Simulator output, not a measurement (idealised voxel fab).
Process module under the name voxel gate over fins
We display cut, a cross-section 150 nm in width whose square cells are each 5 nm.
Cross-section, as written here: a square-cell grid given band by band from the top down, where a band holds one or more rows of cells.
Heights first: top, then bottom, in nm. Then materials, left to right, each with a width in nm. "edge to edge" on a single material: fills the band edge to edge. "air": empty space.
Convention: height 0 is the level below which the wafer, as received, is all one material. The lowest band does not terminate at the bottom but continues downward, represented as "0 and below".
When a width is written as two numbers, as in "30->40", the first number is the width in the top row of cells of the band and the second is the width in its bottom row, and the width changes by the same amount from each row to the next.
When a step is marked "nothing different", none of the cells in the cross-section changed during that step.
"Trapped void list" means: voids of 8 cells or more that are shut off from the top with no open way through. Written width x height at distance, distance from the left edge, in nm.
On a step's line, text after the settings is the simulator commenting on that step.
overlay nm, on a step with a mask: how far to the right of its planned place the mask lay; to the left if negative
Structure of the following material. The material consists of pairs of cross-sections. Each pair comprises the cross-section before one process step and the cross-section after that step, the latter shown only down to the lowest band that changed. The step between the cross-sections is specified beneath each pair, including its settings. Pairs are not necessarily consecutive: they may derive from different runs of this module performed on the same starting wafer. Continuity with the pair above is to be assumed only where the entry headed "Incoming structure" of the pair in question states it.
Incoming structure:
	0 and below | Si edge to edge
	Trapped void list: none
State After Step:
	5 down to 0 | SiN edge to edge
	Below 0, no change.
	Trapped void list: none
Which process step falls between the two cross-sections above? CONFORMAL_DEP [material SiN] [thk nm 5]
Incoming structure: same picture as after in the pair right above, so we don't repeat it.
State After Step:
	5 down to 0 | air (35), SiN (15), air (45), SiN (15), air (40)
	Below 0, no change.
	Trapped void list: none
Which process step falls between the two cross-sections above? MASKED_ETCH [tone cover] [mask id FINS] [width nm 15] [pitch nm 60] [etch materials SiN] [depth nm 5] [overlay nm 0]
Incoming structure: same picture as after in the pair right above, so we don't repeat it.
State After Step:
	5 down to 0 | air (35), SiN (15), air (45), SiN (15), air (40)
	0 down to -40 | air (35), Si (15), air (45), Si (15), air (40)
	Below -40, no change.
	Trapped void list: none
Which process step falls between the two cross-sections above? MASKED_ETCH [tone cover] [mask id FINS] [width nm 15] [pitch nm 60] [etch materials Si] [depth nm 40] [overlay nm 0]
Incoming structure: same picture as after in the pair right above, so we don't repeat it.
State After Step:
	5 down to 0 | air (35), SiN (15), air (45), SiN (15), air (40)
	0 down to -40 | air (35), SiO2 (5), Si (5), SiO2 (5), air (45), SiO2 (5), Si (5), SiO2 (5), air (40)
	-40 down to -45 | SiO2 (40), Si (5), SiO2 (55), Si (5), SiO2 (45)
	Below -45, no change.
	Trapped void list: none
Which process step falls between the two cross-sections above? OXIDIZE [depth nm 5]
Incoming structure: same picture as after in the pair right above, so we don't repeat it.
State After Step:
	10 down to 5 | SiO2 edge to edge
	5 down to 0 | SiO2 (35), SiN (15), SiO2 (45), SiN (15), SiO2 (40)
	0 down to -45 | SiO2 (40), Si (5), SiO2 (55), Si (5), SiO2 (45)
	Below -45, no change.
	Trapped void list: none
Which process step falls between the two cross-sections above? FILL_DEP [material SiO2] [thk nm 5]
Incoming structure: same picture as after in the pair right above, so we don't repeat it.
State After Step:
	5 down to 0 | SiO2 (35), SiN (15), SiO2 (45), SiN (15), SiO2 (40)
	Below 0, no change.
	Trapped void list: none
Which process step falls between the two cross-sections above? CMP [height nm 5]
Incoming structure: same picture as after in the pair right above, so we don't repeat it.
State After Step:
	20 down to 5 | aC edge to edge
	Below 5, no change.
	Trapped void list: none
Which process step falls between the two cross-sections above? DIRECTIONAL_DEP [material aC] [thk nm 15]
Incoming structure: same picture as after in the pair right above, so we don't repeat it.
State After Step:
	55 down to 20 | resist (65), air (15), resist (70)
	Below 20, no change.
	Trapped void list: none
Which process step falls between the two cross-sections above? PATTERN [tone open] [mask id RAIL] [material resist] [width nm 15] [thk nm 35] [overlay nm 0]
Incoming structure: same picture as after in the pair right above, so we don't repeat it.
State After Step:
	40 down to 20 | resist (65), air (15), resist (70)
	20 down to 5 | aC (65), air (15), aC (70)
	Below 5, no change.
	Trapped void list: none
Which process step falls between the two cross-sections above? DIRECTIONAL_ETCH [etch materials aC] [depth nm 15]
Incoming structure: same picture as after in the pair right above, so we don't repeat it.
State After Step:
	20 down to 5 | aC (65), air (15), aC (70)
	Below 5, no change.
	Trapped void list: none
Which process step falls between the two cross-sections above? STRIP [etch materials resist]
Incoming structure: same picture as after in the pair right above, so we don't repeat it.
State After Step:
	20 down to 5 | aC (65), air (15), aC (70)
	5 down to 0 | SiO2 (35), SiN (15), SiO2 (15), air (15), SiO2 (15), SiN (15), SiO2 (40)
	0 down to -35 | SiO2 (40), Si (5), SiO2 (20), air (15), SiO2 (20), Si (5), SiO2 (45)
	Below -35, no change.
	Trapped void list: none
Which process step falls between the two cross-sections above? DIRECTIONAL_ETCH [etch materials SiO2] [depth nm 40]
Incoming structure: same picture as after in the pair right above, so we don't repeat it.
State After Step:
	5 down to 0 | SiO2 (35), SiN (15), SiO2 (15), air (15), SiO2 (15), SiN (15), SiO2 (40)
	Below 0, no change.
	Trapped void list: none
Which process step falls between the two cross-sections above? STRIP [etch materials aC]
Incoming structure: same picture as after in the pair right above, so we don't repeat it.
State After Step:
	10 down to 5 | TiN (70), air (5), TiN (75)
	5 down to 0 | SiO2 (35), SiN (15), SiO2 (15), TiN (5), air (5), TiN (5), SiO2 (15), SiN (15), SiO2 (40)
	0 down to -30 | SiO2 (40), Si (5), SiO2 (20), TiN (5), air (5), TiN (5), SiO2 (20), Si (5), SiO2 (45)
	-30 down to -35 | SiO2 (40), Si (5), SiO2 (20), TiN (15), SiO2 (20), Si (5), SiO2 (45)
	Below -35, no change.
	Trapped void list: none
Which process step falls between the two cross-sections above? CONFORMAL_DEP [material TiN] [thk nm 5]
Incoming structure: same picture as after in the pair right above, so we don't repeat it.
State After Step:
	20 down to 10 | W edge to edge
	10 down to 5 | TiN (70), W (5), TiN (75)
	5 down to 0 | SiO2 (35), SiN (15), SiO2 (15), TiN (5), W (5), TiN (5), SiO2 (15), SiN (15), SiO2 (40)
	0 down to -30 | SiO2 (40), Si (5), SiO2 (20), TiN (5), W (5), TiN (5), SiO2 (20), Si (5), SiO2 (45)
	Below -30, no change.
	Trapped void list: none
Which process step falls between the two cross-sections above? FILL_DEP [material W] [thk nm 10]
Incoming structure: same picture as after in the pair right above, so we don't repeat it.
State After Step:
	5 down to 0 | SiO2 (35), SiN (15), SiO2 (15), TiN (5), W (5), TiN (5), SiO2 (15), SiN (15), SiO2 (40)
	Below 0, no change.
	Trapped void list: none
Which process step falls between the two cross-sections above? CMP [height nm 5]
Incoming structure: same picture as after in the pair right above, so we don't repeat it.
State After Step:
	5 down to 0 | SiO2 (35), SiN (15), SiO2 (15), air (15), SiO2 (15), SiN (15), SiO2 (40)
	0 down to -20 | SiO2 (40), Si (5), SiO2 (20), air (15), SiO2 (20), Si (5), SiO2 (45)
	Below -20, no change.
	Trapped void list: none
Which process step falls between the two cross-sections above? SELECTIVE_ETCH [etch materials W Ru TiN] [depth nm 25]
Incoming structure: same picture as after in the pair right above, so we don't repeat it.
State After Step:
	10 down to 5 | SiO2 edge to edge
	5 down to 0 | SiO2 (35), SiN (15), SiO2 (45), SiN (15), SiO2 (40)
	0 down to -20 | SiO2 (40), Si (5), SiO2 (55), Si (5), SiO2 (45)
	Below -20, no change.
	Trapped void list: none
Which process step falls between the two cross-sections above? FILL_DEP [material SiO2] [thk nm 5]
Incoming structure: same picture as after in the pair right above, so we don't repeat it.
State After Step:
	5 down to 0 | SiO2 (35), SiN (15), SiO2 (45), SiN (15), SiO2 (40)
	Below 0, no change.
	Trapped void list: none
Which process step falls between the two cross-sections above? CMP [height nm 5]
Incoming structure: same picture as after in the pair right above, so we don't repeat it.
State After Step:
	5 down to 0 | air (35), SiN (15), air (45), SiN (15), air (40)
	0 down to -15 | air (40), Si (5), air (55), Si (5), air (45)
	Below -15, no change.
	Trapped void list: none
Which process step falls between the two cross-sections above? SELECTIVE_ETCH [etch materials SiO2] [depth nm 20]
Incoming structure: same picture as after in the pair right above, so we don't repeat it.
State After Step:
	0 down to -15 | air (40), Si (5), air (55), Si (5), air (45)
	Below -15, no change.
	Trapped void list: none
Which process step falls between the two cross-sections above? STRIP [etch materials SiN]
Incoming structure: same picture as after in the pair right above, so we don't repeat it.
State After Step:
	5 down to 0 | air (35), HfO2 (15), air (45), HfO2 (15), air (40)
	0 down to -10 | air (35), HfO2 (5), Si (5), HfO2 (5), air (45), HfO2 (5), Si (5), HfO2 (5), air (40)
	-10 down to -15 | HfO2 (40), Si (5), HfO2 (55), Si (5), HfO2 (45)
	Below -15, no change.
	Trapped void list: none
Which process step falls between the two cross-sections above? CONFORMAL_DEP [material HfO2] [thk nm 5]
Incoming structure: same picture as after in the pair right above, so we don't repeat it.
State After Step:
	10 down to 5 | air (30), TiN (25), air (35), TiN (25), air (35)
	5 down to 0 | air (30), TiN (5), HfO2 (15), TiN (5), air (35), TiN (5), HfO2 (15), TiN (5), air (35)
	0 down to -5 | air (30), TiN (5), HfO2 (5), Si (5), HfO2 (5), TiN (5), air (35), TiN (5), HfO2 (5), Si (5), HfO2 (5), TiN (5), air (35)
	-5 down to -10 | TiN (35), HfO2 (5), Si (5), HfO2 (5), TiN (45), HfO2 (5), Si (5), HfO2 (5), TiN (40)
	Below -10, no change.
	Trapped void list: none
Which process step falls between the two cross-sections above? CONFORMAL_DEP [material TiN] [thk nm 5]
Incoming structure: same picture as after in the pair right above, so we don't repeat it.
State After Step:
	20 down to 10 | W edge to edge
	10 down to 5 | W (30), TiN (25), W (35), TiN (25), W (35)
	5 down to 0 | W (30), TiN (5), HfO2 (15), TiN (5), W (35), TiN (5), HfO2 (15), TiN (5), W (35)
	0 down to -5 | W (30), TiN (5), HfO2 (5), Si (5), HfO2 (5), TiN (5), W (35), TiN (5), HfO2 (5), Si (5), HfO2 (5), TiN (5), W (35)
	Below -5, no change.
	Trapped void list: none
Which process step falls between the two cross-sections above? FILL_DEP [material W] [thk nm 10]
Incoming structure: same picture as after in the pair right above, so we don't repeat it.
State After Step:
	15 down to 10 | W edge to edge
	Below 10, no change.
	Trapped void list: none
Which process step falls between the two cross-sections above? CMP [height nm 15]
Incoming structure: same picture as after in the pair right above, so we don't repeat it.
State After Step:
	20 down to 15 | SiCN edge to edge
	Below 15, no change.
	Trapped void list: none
Which process step falls between the two cross-sections above? CONFORMAL_DEP [material SiCN] [thk nm 5]
Incoming structure:
	0 down to -15 | air (40), Si (5), air (55), Si (5), air (45)
	-15 down to -20 | SiO2 (40), Si (5), SiO2 (55), Si (5), SiO2 (45)
	-20 down to -30 | SiO2 (40), Si (5), SiO2 (20), TiN (5), W (5), TiN (5), SiO2 (20), Si (5), SiO2 (45)
	-30 down to -35 | SiO2 (40), Si (5), SiO2 (20), TiN (15), SiO2 (20), Si (5), SiO2 (45)
	-35 down to -45 | SiO2 (40), Si (5), SiO2 (55), Si (5), SiO2 (45)
	-45 and below | Si edge to edge
	Trapped void list: none
State After Step:
	5 down to 0 | air (35), TiN (15), air (45), TiN (15), air (40)
	0 down to -10 | air (35), TiN (5), Si (5), TiN (5), air (45), TiN (5), Si (5), TiN (5), air (40)
	-10 down to -15 | TiN (40), Si (5), TiN (55), Si (5), TiN (45)
	Below -15, no change.
	Trapped void list: none
Which process step falls between the two cross-sections above? CONFORMAL_DEP [material TiN] [thk nm 5]
Incoming structure: same picture as after in the pair right above, so we don't repeat it.
State After Step:
	15 down to 5 | W edge to edge
	5 down to 0 | W (35), TiN (15), W (45), TiN (15), W (40)
	0 down to -10 | W (35), TiN (5), Si (5), TiN (5), W (45), TiN (5), Si (5), TiN (5), W (40)
	Below -10, no change.
	Trapped void list: none
Which process step falls between the two cross-sections above? FILL_DEP [material W] [thk nm 10]
Incoming structure: same picture as after in the pair right above, so we don't repeat it.
State After Step:
	20 down to 15 | SiCN edge to edge
	Below 15, no change.
	Trapped void list: none
Which process step falls between the two cross-sections above? CONFORMAL_DEP [material SiCN] [thk nm 5]
Incoming structure:
	5 down to 0 | air (35), SiN (15), air (45), SiN (15), air (40)
	0 down to -15 | air (40), Si (5), air (55), Si (5), air (45)
	-15 down to -20 | SiO2 (40), Si (5), SiO2 (55), Si (5), SiO2 (45)
	-20 down to -30 | SiO2 (40), Si (5), SiO2 (20), TiN (5), W (5), TiN (5), SiO2 (20), Si (5), SiO2 (45)
	-30 down to -35 | SiO2 (40), Si (5), SiO2 (20), TiN (15), SiO2 (20), Si (5), SiO2 (45)
	-35 down to -45 | SiO2 (40), Si (5), SiO2 (55), Si (5), SiO2 (45)
	-45 and below | Si edge to edge
	Trapped void list: none
State After Step:
	5 down to 0 | air (35), SiN (15), air (45), SiN (15), air (40)
	0 down to -20 | air (40), Si (5), air (55), Si (5), air (45)
	-20 down to -30 | air (40), Si (5), air (20), TiN (5), W (5), TiN (5), air (20), Si (5), air (45)
	-30 down to -35 | air (40), Si (5), air (20), TiN (15), air (20), Si (5), air (45)
	Below -35, no change.
	Trapped void list: none
Which process step falls between the two cross-sections above? SELECTIVE_ETCH [etch materials SiO2] [depth nm 20]
Incoming structure: same picture as after in the pair right above, so we don't repeat it.
State After Step:
	0 down to -20 | air (40), Si (5), air (55), Si (5), air (45)
	Below -20, no change.
	Trapped void list: none
Which process step falls between the two cross-sections above? STRIP [etch materials SiN]
Incoming structure: same picture as after in the pair right above, so we don't repeat it.
State After Step:
	5 down to 0 | air (35), HfO2 (15), air (45), HfO2 (15), air (40)
	0 down to -15 | air (35), HfO2 (5), Si (5), HfO2 (5), air (45), HfO2 (5), Si (5), HfO2 (5), air (40)
	-15 down to -20 | air (35), HfO2 (5), Si (5), HfO2 (5), air (10), HfO2 (25), air (10), HfO2 (5), Si (5), HfO2 (5), air (40)
	-20 down to -30 | air (35), HfO2 (5), Si (5), HfO2 (5), air (10), HfO2 (5), TiN (5), W (5), TiN (5), HfO2 (5), air (10), HfO2 (5), Si (5), HfO2 (5), air (40)
	-30 down to -35 | HfO2 (40), Si (5), HfO2 (20), TiN (15), HfO2 (20), Si (5), HfO2 (45)
	Below -35, no change.
	Trapped void list: none
Which process step falls between the two cross-sections above? CONFORMAL_DEP [material HfO2] [thk nm 5]
Incoming structure: same picture as after in the pair right above, so we don't repeat it.
State After Step:
	10 down to 5 | air (30), TiN (25), air (35), TiN (25), air (35)
	5 down to 0 | air (30), TiN (5), HfO2 (15), TiN (5), air (35), TiN (5), HfO2 (15), TiN (5), air (35)
	0 down to -10 | air (30), TiN (5), HfO2 (5), Si (5), HfO2 (5), TiN (5), air (35), TiN (5), HfO2 (5), Si (5), HfO2 (5), TiN (5), air (35)
	-10 down to -15 | air (30), TiN (5), HfO2 (5), Si (5), HfO2 (5), TiN (45), HfO2 (5), Si (5), HfO2 (5), TiN (5), air (35)
	-15 down to -20 | air (30), TiN (5), HfO2 (5), Si (5), HfO2 (5), TiN (10), HfO2 (25), TiN (10), HfO2 (5), Si (5), HfO2 (5), TiN (5), air (35)
	-20 down to -25 | air (30), TiN (5), HfO2 (5), Si (5), HfO2 (5), TiN (10), HfO2 (5), TiN (5), W (5), TiN (5), HfO2 (5), TiN (10), HfO2 (5), Si (5), HfO2 (5), TiN (5), air (35)
	-25 down to -30 | TiN (35), HfO2 (5), Si (5), HfO2 (5), TiN (10), HfO2 (5), TiN (5), W (5), TiN (5), HfO2 (5), TiN (10), HfO2 (5), Si (5), HfO2 (5), TiN (40)
	Below -30, no change.
	Trapped void list: none
Which process step falls between the two cross-sections above? CONFORMAL_DEP [material TiN] [thk nm 5]
Incoming structure: same picture as after in the pair right above, so we don't repeat it.
State After Step:
	20 down to 10 | W edge to edge
	10 down to 5 | W (30), TiN (25), W (35), TiN (25), W (35)
	5 down to 0 | W (30), TiN (5), HfO2 (15), TiN (5), W (35), TiN (5), HfO2 (15), TiN (5), W (35)
	0 down to -10 | W (30), TiN (5), HfO2 (5), Si (5), HfO2 (5), TiN (5), W (35), TiN (5), HfO2 (5), Si (5), HfO2 (5), TiN (5), W (35)
	-10 down to -15 | W (30), TiN (5), HfO2 (5), Si (5), HfO2 (5), TiN (45), HfO2 (5), Si (5), HfO2 (5), TiN (5), W (35)
	-15 down to -20 | W (30), TiN (5), HfO2 (5), Si (5), HfO2 (5), TiN (10), HfO2 (25), TiN (10), HfO2 (5), Si (5), HfO2 (5), TiN (5), W (35)
	-20 down to -25 | W (30), TiN (5), HfO2 (5), Si (5), HfO2 (5), TiN (10), HfO2 (5), TiN (5), W (5), TiN (5), HfO2 (5), TiN (10), HfO2 (5), Si (5), HfO2 (5), TiN (5), W (35)
	Below -25, no change.
	Trapped void list: none
Which process step falls between the two cross-sections above? FILL_DEP [material W] [thk nm 10]
Incoming structure: same picture as after in the pair right above, so we don't repeat it.
State After Step:
	15 down to 10 | W edge to edge
	Below 10, no change.
	Trapped void list: none
Which process step falls between the two cross-sections above? CMP [height nm 15]
Incoming structure: same picture as after in the pair right above, so we don't repeat it.
State After Step:
	20 down to 15 | SiCN edge to edge
	Below 15, no change.
	Trapped void list: none
Which process step falls between the two cross-sections above? CONFORMAL_DEP [material SiCN] [thk nm 5]
Incoming structure:
	5 down to 0 | SiO2 (35), SiN (15), SiO2 (45), SiN (15), SiO2 (40)
	0 down to -20 | SiO2 (40), Si (5), SiO2 (55), Si (5), SiO2 (45)
	-20 down to -30 | SiO2 (40), Si (5), SiO2 (20), TiN (5), W (5), TiN (5), SiO2 (20), Si (5), SiO2 (45)
	-30 down to -35 | SiO2 (40), Si (5), SiO2 (20), TiN (15), SiO2 (20), Si (5), SiO2 (45)
	-35 down to -45 | SiO2 (40), Si (5), SiO2 (55), Si (5), SiO2 (45)
	-45 and below | Si edge to edge
	Trapped void list: none
State After Step:
	5 down to 0 | SiO2 (35), air (15), SiO2 (45), air (15), SiO2 (40)
	Below 0, no change.
	Trapped void list: none
Which process step falls between the two cross-sections above? STRIP [etch materials SiN]
Incoming structure: same picture as after in the pair right above, so we don't repeat it.
State After Step:
	0 down to -15 | air (40), Si (5), air (55), Si (5), air (45)
	-15 down to -20 | SiO2 (15), air (25), Si (5), air (25), SiO2 (5), air (25), Si (5), air (25), SiO2 (20)
	Below -20, no change.
	Trapped void list: none
Which process step falls between the two cross-sections above? SELECTIVE_ETCH [etch materials SiO2] [depth nm 20]
Incoming structure: same picture as after in the pair right above, so we don't repeat it.
State After Step:
	5 down to 0 | air (35), HfO2 (15), air (45), HfO2 (15), air (40)
	0 down to -10 | air (35), HfO2 (5), Si (5), HfO2 (5), air (45), HfO2 (5), Si (5), HfO2 (5), air (40)
	-10 down to -15 | HfO2 (20), air (15), HfO2 (5), Si (5), HfO2 (5), air (15), HfO2 (15), air (15), HfO2 (5), Si (5), HfO2 (5), air (15), HfO2 (25)
	-15 down to -20 | SiO2 (15), HfO2 (25), Si (5), HfO2 (25), SiO2 (5), HfO2 (25), Si (5), HfO2 (25), SiO2 (20)
	Below -20, no change.
	Trapped void list: none
Which process step falls between the two cross-sections above? CONFORMAL_DEP [material HfO2] [thk nm 5]
Incoming structure: same picture as after in the pair right above, so we don't repeat it.
State After Step:
	10 down to 5 | air (30), TiN (25), air (35), TiN (25), air (35)
	5 down to 0 | air (30), TiN (5), HfO2 (15), TiN (5), air (35), TiN (5), HfO2 (15), TiN (5), air (35)
	0 down to -5 | air (30), TiN (5), HfO2 (5), Si (5), HfO2 (5), TiN (5), air (35), TiN (5), HfO2 (5), Si (5), HfO2 (5), TiN (5), air (35)
	-5 down to -10 | TiN (25), air (5), TiN (5), HfO2 (5), Si (5), HfO2 (5), TiN (5), air (5), TiN (25), air (5), TiN (5), HfO2 (5), Si (5), HfO2 (5), TiN (5), air (5), TiN (30)
	-10 down to -15 | HfO2 (20), TiN (15), HfO2 (5), Si (5), HfO2 (5), TiN (15), HfO2 (15), TiN (15), HfO2 (5), Si (5), HfO2 (5), TiN (15), HfO2 (25)
	Below -15, no change.
	Trapped void list: none
Which process step falls between the two cross-sections above? CONFORMAL_DEP [material TiN] [thk nm 5]
Incoming structure: same picture as after in the pair right above, so we don't repeat it.
State After Step:
	20 down to 10 | W edge to edge
	10 down to 5 | W (30), TiN (25), W (35), TiN (25), W (35)
	5 down to 0 | W (30), TiN (5), HfO2 (15), TiN (5), W (35), TiN (5), HfO2 (15), TiN (5), W (35)
	0 down to -5 | W (30), TiN (5), HfO2 (5), Si (5), HfO2 (5), TiN (5), W (35), TiN (5), HfO2 (5), Si (5), HfO2 (5), TiN (5), W (35)
	-5 down to -10 | TiN (25), W (5), TiN (5), HfO2 (5), Si (5), HfO2 (5), TiN (5), W (5), TiN (25), W (5), TiN (5), HfO2 (5), Si (5), HfO2 (5), TiN (5), W (5), TiN (30)
	Below -10, no change.
	Trapped void list: none
Which process step falls between the two cross-sections above? FILL_DEP [material W] [thk nm 10]
Incoming structure: same picture as after in the pair right above, so we don't repeat it.
State After Step:
	15 down to 10 | W edge to edge
	Below 10, no change.
	Trapped void list: none
Which process step falls between the two cross-sections above? CMP [height nm 15]
Incoming structure: same picture as after in the pair right above, so we don't repeat it.
State After Step:
	20 down to 15 | SiCN edge to edge
	Below 15, no change.
	Trapped void list: none
Which process step falls between the two cross-sections above? CONFORMAL_DEP [material SiCN] [thk nm 5]
Incoming structure:
	0 down to -15 | air (40), Si (5), air (55), Si (5), air (45)
	-15 down to -20 | SiO2 (40), Si (5), SiO2 (55), Si (5), SiO2 (45)
	-20 down to -30 | SiO2 (40), Si (5), SiO2 (20), TiN (5), W (5), TiN (5), SiO2 (20), Si (5), SiO2 (45)
	-30 down to -35 | SiO2 (40), Si (5), SiO2 (20), TiN (15), SiO2 (20), Si (5), SiO2 (45)
	-35 down to -45 | SiO2 (40), Si (5), SiO2 (55), Si (5), SiO2 (45)
	-45 and below | Si edge to edge
	Trapped void list: none
State After Step:
	15 down to 0 | air (25), HfO2 (35), air (25), HfO2 (35), air (30)
	0 down to -15 | HfO2 (40), Si (5), HfO2 (55), Si (5), HfO2 (45)
	Below -15, no change.
	Trapped void list: none
Which process step falls between the two cross-sections above? CONFORMAL_DEP [material HfO2] [thk nm 15]
Incoming structure: same picture as after in the pair right above, so we don't repeat it.
State After Step:
	20 down to 15 | air (20), TiN (45), air (15), TiN (45), air (25)
	15 down to 5 | air (20), TiN (5), HfO2 (35), TiN (5), air (15), TiN (5), HfO2 (35), TiN (5), air (25)
	5 down to 0 | TiN (25), HfO2 (35), TiN (25), HfO2 (35), TiN (30)
	Below 0, no change.
	Trapped void list: none
Which process step falls between the two cross-sections above? CONFORMAL_DEP [material TiN] [thk nm 5]
Incoming structure: same picture as after in the pair right above, so we don't repeat it.
State After Step:
	30 down to 20 | W edge to edge
	20 down to 15 | W (20), TiN (45), W (15), TiN (45), W (25)
	15 down to 5 | W (20), TiN (5), HfO2 (35), TiN (5), W (15), TiN (5), HfO2 (35), TiN (5), W (25)
	Below 5, no change.
	Trapped void list: none
Which process step falls between the two cross-sections above? FILL_DEP [material W] [thk nm 10]
Incoming structure: same picture as after in the pair right above, so we don't repeat it.
State After Step:
	15 down to 5 | W (20), TiN (5), HfO2 (35), TiN (5), W (15), TiN (5), HfO2 (35), TiN (5), W (25)
	Below 5, no change.
	Trapped void list: none
Which process step falls between the two cross-sections above? CMP [height nm 15]
Incoming structure: same picture as after in the pair right above, so we don't repeat it.
State After Step:
	20 down to 15 | SiCN edge to edge
	Below 15, no change.
	Trapped void list: none
Which process step falls between the two cross-sections above? CONFORMAL_DEP [material SiCN] [thk nm 5]
Incoming structure:
	20 down to 5 | aC edge to edge
	5 down to 0 | SiO2 (35), SiN (15), SiO2 (45), SiN (15), SiO2 (40)
	0 down to -45 | SiO2 (40), Si (5), SiO2 (55), Si (5), SiO2 (45)
	-45 and below | Si edge to edge
	Trapped void list: none
State After Step:
	55 down to 20 | resist (65), air (20), resist (65)
	Below 20, no change.
	Trapped void list: none
Which process step falls between the two cross-sections above? PATTERN [tone open] [mask id RAIL] [material resist] [width nm 20] [thk nm 35] [overlay nm 0]
Incoming structure: same picture as after in the pair right above, so we don't repeat it.
State After Step:
	40 down to 20 | resist (65), air (20), resist (65)
	20 down to 5 | aC (65), air (20), aC (65)
	Below 5, no change.
	Trapped void list: none
Which process step falls between the two cross-sections above? DIRECTIONAL_ETCH [etch materials aC] [depth nm 15]
Incoming structure: same picture as after in the pair right above, so we don't repeat it.
State After Step:
	20 down to 5 | aC (65), air (20), aC (65)
	Below 5, no change.
	Trapped void list: none
Which process step falls between the two cross-sections above? STRIP [etch materials resist]
Incoming structure: same picture as after in the pair right above, so we don't repeat it.
State After Step:
	20 down to 5 | aC (65), air (20), aC (65)
	5 down to 0 | SiO2 (35), SiN (15), SiO2 (15), air (20), SiO2 (10), SiN (15), SiO2 (40)
	0 down to -35 | SiO2 (40), Si (5), SiO2 (20), air (20), SiO2 (15), Si (5), SiO2 (45)
	Below -35, no change.
	Trapped void list: none
Which process step falls between the two cross-sections above? DIRECTIONAL_ETCH [etch materials SiO2] [depth nm 40]
Incoming structure: same picture as after in the pair right above, so we don't repeat it.
State After Step:
	5 down to 0 | SiO2 (35), SiN (15), SiO2 (15), air (20), SiO2 (10), SiN (15), SiO2 (40)
	Below 0, no change.
	Trapped void list: none
Which process step falls between the two cross-sections above? STRIP [etch materials aC]
Incoming structure: same picture as after in the pair right above, so we don't repeat it.
State After Step:
	10 down to 5 | TiN (70), air (10), TiN (70)
	5 down to 0 | SiO2 (35), SiN (15), SiO2 (15), TiN (5), air (10), TiN (5), SiO2 (10), SiN (15), SiO2 (40)
	0 down to -30 | SiO2 (40), Si (5), SiO2 (20), TiN (5), air (10), TiN (5), SiO2 (15), Si (5), SiO2 (45)
	-30 down to -35 | SiO2 (40), Si (5), SiO2 (20), TiN (20), SiO2 (15), Si (5), SiO2 (45)
	Below -35, no change.
	Trapped void list: none
Which process step falls between the two cross-sections above? CONFORMAL_DEP [material TiN] [thk nm 5]
Incoming structure: same picture as after in the pair right above, so we don't repeat it.
State After Step:
	20 down to 10 | W edge to edge
	10 down to 5 | TiN (70), W (10), TiN (70)
	5 down to 0 | SiO2 (35), SiN (15), SiO2 (15), TiN (5), W (10), TiN (5), SiO2 (10), SiN (15), SiO2 (40)
	0 down to -30 | SiO2 (40), Si (5), SiO2 (20), TiN (5), W (10), TiN (5), SiO2 (15), Si (5), SiO2 (45)
	Below -30, no change.
	Trapped void list: none
Which process step falls between the two cross-sections above? FILL_DEP [material W] [thk nm 10]
Incoming structure: same picture as after in the pair right above, so we don't repeat it.
State After Step:
	5 down to 0 | SiO2 (35), SiN (15), SiO2 (15), TiN (5), W (10), TiN (5), SiO2 (10), SiN (15), SiO2 (40)
	Below 0, no change.
	Trapped void list: none
Which process step falls between the two cross-sections above? CMP [height nm 5]
Incoming structure: same picture as after in the pair right above, so we don't repeat it.
State After Step:
	5 down to 0 | SiO2 (35), SiN (15), SiO2 (15), air (20), SiO2 (10), SiN (15), SiO2 (40)
	0 down to -20 | SiO2 (40), Si (5), SiO2 (20), air (20), SiO2 (15), Si (5), SiO2 (45)
	Below -20, no change.
	Trapped void list: none
Which process step falls between the two cross-sections above? SELECTIVE_ETCH [etch materials W Ru TiN] [depth nm 25]
Incoming structure: same picture as after in the pair right above, so we don't repeat it.
State After Step:
	10 down to 5 | SiO2 edge to edge
	5 down to 0 | SiO2 (35), SiN (15), SiO2 (45), SiN (15), SiO2 (40)
	0 down to -20 | SiO2 (40), Si (5), SiO2 (55), Si (5), SiO2 (45)
	Below -20, no change.
	Trapped void list: none
Which process step falls between the two cross-sections above? FILL_DEP [material SiO2] [thk nm 5]
Incoming structure: same picture as after in the pair right above, so we don't repeat it.
State After Step:
	5 down to 0 | SiO2 (35), SiN (15), SiO2 (45), SiN (15), SiO2 (40)
	Below 0, no change.
	Trapped void list: none
Which process step falls between the two cross-sections above? CMP [height nm 5]
Incoming structure: same picture as after in the pair right above, so we don't repeat it.
State After Step:
	5 down to 0 | air (35), SiN (15), air (45), SiN (15), air (40)
	0 down to -15 | air (40), Si (5), air (55), Si (5), air (45)
	Below -15, no change.
	Trapped void list: none
Which process step falls between the two cross-sections above? SELECTIVE_ETCH [etch materials SiO2] [depth nm 20]
Incoming structure: same picture as after in the pair right above, so we don't repeat it.
State After Step:
	0 down to -15 | air (40), Si (5), air (55), Si (5), air (45)
	Below -15, no change.
	Trapped void list: none
Which process step falls between the two cross-sections above? STRIP [etch materials SiN]
Incoming structure: same picture as after in the pair right above, so we don't repeat it.
State After Step:
	5 down to 0 | air (35), HfO2 (15), air (45), HfO2 (15), air (40)
	0 down to -10 | air (35), HfO2 (5), Si (5), HfO2 (5), air (45), HfO2 (5), Si (5), HfO2 (5), air (40)
	-10 down to -15 | HfO2 (40), Si (5), HfO2 (55), Si (5), HfO2 (45)
	Below -15, no change.
	Trapped void list: none
Which process step falls between the two cross-sections above? CONFORMAL_DEP [material HfO2] [thk nm 5]
Incoming structure: same picture as after in the pair right above, so we don't repeat it.
State After Step:
	10 down to 5 | air (30), TiN (25), air (35), TiN (25), air (35)
	5 down to 0 | air (30), TiN (5), HfO2 (15), TiN (5), air (35), TiN (5), HfO2 (15), TiN (5), air (35)
	0 down to -5 | air (30), TiN (5), HfO2 (5), Si (5), HfO2 (5), TiN (5), air (35), TiN (5), HfO2 (5), Si (5), HfO2 (5), TiN (5), air (35)
	-5 down to -10 | TiN (35), HfO2 (5), Si (5), HfO2 (5), TiN (45), HfO2 (5), Si (5), HfO2 (5), TiN (40)
	Below -10, no change.
	Trapped void list: none
Which process step falls between the two cross-sections above? CONFORMAL_DEP [material TiN] [thk nm 5]
Incoming structure: same picture as after in the pair right above, so we don't repeat it.
State After Step:
	20 down to 10 | W edge to edge
	10 down to 5 | W (30), TiN (25), W (35), TiN (25), W (35)
	5 down to 0 | W (30), TiN (5), HfO2 (15), TiN (5), W (35), TiN (5), HfO2 (15), TiN (5), W (35)
	0 down to -5 | W (30), TiN (5), HfO2 (5), Si (5), HfO2 (5), TiN (5), W (35), TiN (5), HfO2 (5), Si (5), HfO2 (5), TiN (5), W (35)
	Below -5, no change.
	Trapped void list: none
Which process step falls between the two cross-sections above? FILL_DEP [material W] [thk nm 10]
Incoming structure: same picture as after in the pair right above, so we don't repeat it.
State After Step:
	15 down to 10 | W edge to edge
	Below 10, no change.
	Trapped void list: none
Which process step falls between the two cross-sections above? CMP [height nm 15]
